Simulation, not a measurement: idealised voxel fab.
process module | voxel plated lines
cross-section cut | 240 nm wide | cells 5 nm
A cross-section is a grid of square cells, given in bands from the top down. A band is one or more rows of cells.
Each band's line starts with the height of the band's top and of its bottom, in nm. Then come its materials from left to right, each with its width in nm. One material with "throughout" fills the band from edge to edge. "air" is empty space.
Height 0 is the level under which the wafer as received is all one material. The lowest band goes on downwards, as in "0 down".
A width such as "30 to 40" changes by the same amount from each row of cells to the next, from the band's top row to its bottom row.
"no change" after a step means that no cell of the cross-section changed.
closed voids: empty space of 8 cells or more with no open way to the top, each as width x height at its distance from the left edge, in nm
after a step's settings: what the simulator itself notes on the step
overlay nm, on a step with a mask: how far to the right of its planned place the mask lay; to the left if negative
plan
1 op RECEIVE | material Si
2 op CONFORMAL_DEP | material Al2O3 | thk nm 5
3 op DIRECTIONAL_DEP | material TiN | thk nm 5
4 op PATTERN | tone open | mask id LINES | material resist | width nm 20 | pitch nm 50 | thk nm 40 | overlay nm 0
5 op EPI | material Ru | thk nm 10
6 op EPI | material Ru | thk nm 10
7 op EPI | material Ru | thk nm 5
8 op STRIP | etch materials resist
9 op DIRECTIONAL_ETCH | etch materials TiN | depth nm 5
10 op CONFORMAL_DEP | material SiO2 | thk nm 10
as received, after step 1
  0 down: Si throughout
  closed voids: none
first wafer at the end, as planned
  45 to 35: air 25 | SiO2 40 | air 10 | SiO2 40 | air 10 | SiO2 40 | air 10 | SiO2 40 | air 25
  35 to 15: air 25 | SiO2 10 | Ru 20 | SiO2 10 | air 10 | SiO2 10 | Ru 20 | SiO2 10 | air 10 | SiO2 10 | Ru 20 | SiO2 10 | air 10 | SiO2 10 | Ru 20 | SiO2 10 | air 25
  15 to 10: SiO2 35 | Ru 20 | SiO2 30 | Ru 20 | SiO2 30 | Ru 20 | SiO2 30 | Ru 20 | SiO2 35
  10 to 5: SiO2 35 | TiN 20 | SiO2 30 | TiN 20 | SiO2 30 | TiN 20 | SiO2 30 | TiN 20 | SiO2 35
  5 to 0: Al2O3 throughout
  0 down: Si throughout
  closed voids: none
second wafer at the end: like start, like plan, one mistake
  45 to 35: air 20 | SiO2 200 | air 20
  35 to 25: air 20 | SiO2 10 | Ru 30 | SiO2 20 | Ru 30 | SiO2 20 | Ru 30 | SiO2 20 | Ru 30 | SiO2 10 | air 20
  25 to 15: SiO2 30 | Ru 30 | SiO2 20 | Ru 30 | SiO2 20 | Ru 30 | SiO2 20 | Ru 30 | SiO2 30
  15 to 10: Ru throughout
  10 to 5: TiN throughout
  5 to 0: Al2O3 throughout
  0 down: Si throughout
  closed voids: none
what went wrong: steps 7 and 8 were swapped
at the end the second wafer has, in cells: 64 more of Ru | 32 fewer of SiO2 | 32 more of TiN
